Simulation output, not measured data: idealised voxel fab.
This section sets out a process module, namely voxel wiring stack.
Section shown: cut. Width: 165 nm. Cell size: 5 nm, square.
For the purposes of this document, a cross-section shall be understood as a grid of square cells, specified as bands listed in top-to-bottom order, each band consisting of one or more rows of cells. Per band: top height and bottom height in nm, followed by the left-to-right materials and their widths in nm; "throughout" marks a single material spanning edge to edge, "empty" marks empty space. Convention: height 0 is the level below which the wafer, as received, is all one material. The lowest band does not terminate at the bottom but continues downward, represented as "0..down". When a width is written as two numbers, as in "30->40", the first number is the width in the top row of cells of the band and the second is the width in its bottom row, and the width changes by the same amount from each row to the next. When a step is marked "remained unchanged", none of the cells in the cross-section changed during that step. For the entry "Internal closed voids", the listed items are empty spaces with no open way to the top whose size is 8 cells or more; each item follows the pattern width x height at distance, where distance is from the left edge and all three are in nm. That trailing text on a step's line, after the settings, is the simulator's own remark on the step. On any step carrying a mask, the "overlay nm" setting, if present on the step's line, tells how far right of its planned place the mask lay; negative values point to the left.
# Steps in the process plan
step 1: RECEIVE, material Si
step 2: CONFORMAL_DEP, material SiO2, thk nm 15
step 3: DIRECTIONAL_DEP, material TiN, thk nm 5
step 4: DIRECTIONAL_DEP, material W, thk nm 20
step 5: DIRECTIONAL_DEP, material aC, thk nm 10
step 6: PATTERN, tone cover, mask id METAL_1, material resist, width nm 30, pitch nm 45, thk nm 30, overlay nm 0
step 7: DIRECTIONAL_ETCH, etch materials aC, depth nm 10
step 8: STRIP, etch materials resist
step 9: DIRECTIONAL_ETCH, etch materials W, depth nm 20
step 10: DIRECTIONAL_ETCH, etch materials TiN, depth nm 5
step 11: STRIP, etch materials aC
step 12: CONFORMAL_DEP, material SiN, thk nm 5
step 13: FILL_DEP, material lowk, thk nm 5
step 14: CMP, height nm 40
step 15: CONFORMAL_DEP, material SiCN, thk nm 5
step 16: DIRECTIONAL_DEP, material SiO2, thk nm 20
step 17: DIRECTIONAL_DEP, material aC, thk nm 10
step 18: PATTERN, tone open, mask id PLUG_1, material resist, width nm 15, pitch nm 90, thk nm 25, overlay nm 0
step 19: DIRECTIONAL_ETCH, etch materials aC, depth nm 10
step 20: STRIP, etch materials resist
step 21: DIRECTIONAL_ETCH, etch materials SiO2, depth nm 20
step 22: DIRECTIONAL_ETCH, etch materials SiCN, depth nm 5
step 23: STRIP, etch materials aC
step 24: EPI, material Ru, thk nm 10
step 25: EPI, material Ru, thk nm 10
step 26: EPI, material Ru, thk nm 5
step 27: DIRECTIONAL_DEP, material TiN, thk nm 5
step 28: DIRECTIONAL_DEP, material W, thk nm 25
step 29: DIRECTIONAL_DEP, material aC, thk nm 10
step 30: PATTERN, tone cover, mask id METAL_2, material resist, width nm 30, pitch nm 45, thk nm 30, overlay nm 0
step 31: DIRECTIONAL_ETCH, etch materials aC, depth nm 10
step 32: STRIP, etch materials resist
step 33: DIRECTIONAL_ETCH, etch materials W, depth nm 25
step 34: DIRECTIONAL_ETCH, etch materials TiN, depth nm 5
step 35: STRIP, etch materials aC
step 36: CONFORMAL_DEP, material SiN, thk nm 5
step 37: FILL_DEP, material lowk, thk nm 5
step 38: CMP, height nm 95
step 39: CONFORMAL_DEP, material SiCN, thk nm 5
step 40: DIRECTIONAL_DEP, material lowk, thk nm 10
step 41: MASKED_ETCH, tone open, mask id PLUG_2, width nm 15, pitch nm 90, etch materials lowk, depth nm 10, overlay nm 0
step 42: MASKED_ETCH, tone open, mask id PLUG_2, width nm 15, pitch nm 90, etch materials SiCN, depth nm 5, overlay nm 0
step 43: EPI, material Ru, thk nm 10
step 44: EPI, material Ru, thk nm 5
step 45: DIRECTIONAL_DEP, material TiN, thk nm 5
step 46: DIRECTIONAL_DEP, material W, thk nm 15
step 47: MASKED_ETCH, tone cover, mask id METAL_3, width nm 30, pitch nm 45, etch materials W, depth nm 15, overlay nm 0
step 48: MASKED_ETCH, tone cover, mask id METAL_3, width nm 30, pitch nm 45, etch materials TiN, depth nm 5, overlay nm 0
step 49: FILL_DEP, material SiO2, thk nm 10
step 50: CMP, height nm 130
step 51: CONFORMAL_DEP, material SiCN, thk nm 5
step 52: DIRECTIONAL_DEP, material lowk, thk nm 10
step 53: PATTERN, tone open, mask id PLUG_3, material resist, width nm 15, pitch nm 45, thk nm 20, overlay nm 0
step 54: DIRECTIONAL_ETCH, etch materials lowk, depth nm 10
step 55: DIRECTIONAL_ETCH, etch materials SiCN, depth nm 5
step 56: STRIP, etch materials resist
step 57: CONFORMAL_DEP, material TiN, thk nm 5
step 58: FILL_DEP, material Cu, thk nm 5
step 59: CMP, height nm 145
step 60: DIRECTIONAL_DEP, material TiN, thk nm 5
step 61: DIRECTIONAL_DEP, material W, thk nm 20
step 62: MASKED_ETCH, tone cover, mask id METAL_4, width nm 30, pitch nm 45, etch materials W, depth nm 20, overlay nm 0
step 63: MASKED_ETCH, tone cover, mask id METAL_4, width nm 30, pitch nm 45, etch materials TiN, depth nm 5, overlay nm 0
step 64: CONFORMAL_DEP, material SiCN, thk nm 5
step 65: FILL_DEP, material SiO2, thk nm 10
step 66: CMP, height nm 170
step 67: CONFORMAL_DEP, material SiCN, thk nm 5
# Here's what the wafer looked like in cross-section when it arrived - that's after step 1
  0..down = Si throughout
  Internal closed voids: none
# Cross-section: first of two wafers, module finished, run according to plan
  175..170 = SiCN throughout
  170..150 = SiO2 15 nm; SiCN 5 nm; W 30 nm; SiCN 5 nm; SiO2 5 nm; SiCN 5 nm; W 30 nm; SiCN 5 nm; SiO2 5 nm; SiCN 5 nm; W 30 nm; SiCN 5 nm; SiO2 20 nm
  150..145 = SiCN 20 nm; TiN 30 nm; SiCN 15 nm; TiN 30 nm; SiCN 15 nm; TiN 30 nm; SiCN 25 nm
  145..135 = lowk 20 nm; TiN 5 nm; Cu 5 nm; TiN 5 nm; lowk 30 nm; TiN 5 nm; Cu 5 nm; TiN 5 nm; lowk 30 nm; TiN 5 nm; Cu 5 nm; TiN 5 nm; lowk 40 nm
  135..130 = SiCN 20 nm; TiN 15 nm; SiCN 30 nm; TiN 15 nm; SiCN 30 nm; TiN 15 nm; SiCN 40 nm
  130..115 = SiO2 20 nm; W 30 nm; SiO2 15 nm; W 30 nm; SiO2 15 nm; W 30 nm; SiO2 25 nm
  115..110 = SiO2 20 nm; TiN 30 nm; SiO2 15 nm; TiN 30 nm; SiO2 15 nm; TiN 30 nm; SiO2 25 nm
  110..100 = lowk 20 nm; Ru 15 nm; lowk 75 nm; Ru 15 nm; lowk 40 nm
  100..95 = SiCN 20 nm; Ru 15 nm; SiCN 75 nm; Ru 15 nm; SiCN 40 nm
  95..70 = lowk 15 nm; SiN 5 nm; W 30 nm; SiN 5 nm; lowk 5 nm; SiN 5 nm; W 30 nm; SiN 5 nm; lowk 5 nm; SiN 5 nm; W 30 nm; SiN 5 nm; lowk 20 nm
  70..65 = SiN 20 nm; TiN 30 nm; SiN 15 nm; TiN 30 nm; SiN 15 nm; TiN 30 nm; SiN 25 nm
  65..45 = SiO2 20 nm; Ru 15 nm; SiO2 75 nm; Ru 15 nm; SiO2 40 nm
  45..40 = SiCN 20 nm; Ru 15 nm; SiCN 75 nm; Ru 15 nm; SiCN 40 nm
  40..20 = lowk 15 nm; SiN 5 nm; W 30 nm; SiN 5 nm; lowk 5 nm; SiN 5 nm; W 30 nm; SiN 5 nm; lowk 5 nm; SiN 5 nm; W 30 nm; SiN 5 nm; lowk 20 nm
  20..15 = SiN 20 nm; TiN 30 nm; SiN 15 nm; TiN 30 nm; SiN 15 nm; TiN 30 nm; SiN 25 nm
  15..0 = SiO2 throughout
  0..down = Si throughout
  Internal closed voids: none
# End-of-module cross-section of the second wafer: identical starting point and process plan to the first, with one processing mistake
  175..170 = SiCN throughout
  170..150 = SiO2 15 nm; SiCN 5 nm; W 30 nm; SiCN 5 nm; SiO2 5 nm; SiCN 5 nm; W 30 nm; SiCN 5 nm; SiO2 5 nm; SiCN 5 nm; W 30 nm; SiCN 5 nm; SiO2 20 nm
  150..145 = SiCN 20 nm; TiN 30 nm; SiCN 15 nm; TiN 30 nm; SiCN 15 nm; TiN 30 nm; SiCN 25 nm
  145..135 = lowk 20 nm; TiN 5 nm; Cu 5 nm; TiN 5 nm; lowk 30 nm; TiN 5 nm; Cu 5 nm; TiN 5 nm; lowk 30 nm; TiN 5 nm; Cu 5 nm; TiN 5 nm; lowk 40 nm
  135..130 = SiCN 20 nm; TiN 15 nm; SiCN 30 nm; TiN 15 nm; SiCN 30 nm; TiN 15 nm; SiCN 40 nm
  130..115 = SiO2 20 nm; W 30 nm; SiO2 15 nm; W 30 nm; SiO2 15 nm; W 30 nm; SiO2 25 nm
  115..110 = SiO2 20 nm; TiN 30 nm; SiO2 15 nm; TiN 30 nm; SiO2 15 nm; TiN 30 nm; SiO2 25 nm
  110..100 = lowk 20 nm; Ru 15 nm; lowk 75 nm; Ru 15 nm; lowk 40 nm
  100..95 = SiCN 20 nm; Ru 15 nm; SiCN 75 nm; Ru 15 nm; SiCN 40 nm
  95..90 = SiN 20 nm; TiN 30 nm; SiN 15 nm; TiN 30 nm; SiN 15 nm; TiN 30 nm; SiN 25 nm
  90..65 = W throughout
  65..45 = SiO2 20 nm; Ru 15 nm; SiO2 75 nm; Ru 15 nm; SiO2 40 nm
  45..40 = SiCN 20 nm; Ru 15 nm; SiCN 75 nm; Ru 15 nm; SiCN 40 nm
  40..20 = lowk 15 nm; SiN 5 nm; W 30 nm; SiN 5 nm; lowk 5 nm; SiN 5 nm; W 30 nm; SiN 5 nm; lowk 5 nm; SiN 5 nm; W 30 nm; SiN 5 nm; lowk 20 nm
  20..15 = SiN 20 nm; TiN 30 nm; SiN 15 nm; TiN 30 nm; SiN 15 nm; TiN 30 nm; SiN 25 nm
  15..0 = SiO2 throughout
  0..down = Si throughout
  Internal closed voids: none
Heads up, the wafer didn't run the way we planned it: a sequencing error occurred in which plan steps 27 and 28 were transposed
The closing comparison, in cells, has the second wafer with more or fewer of some materials than the first: 30 fewer of SiN | 75 more of W | 45 fewer of lowk
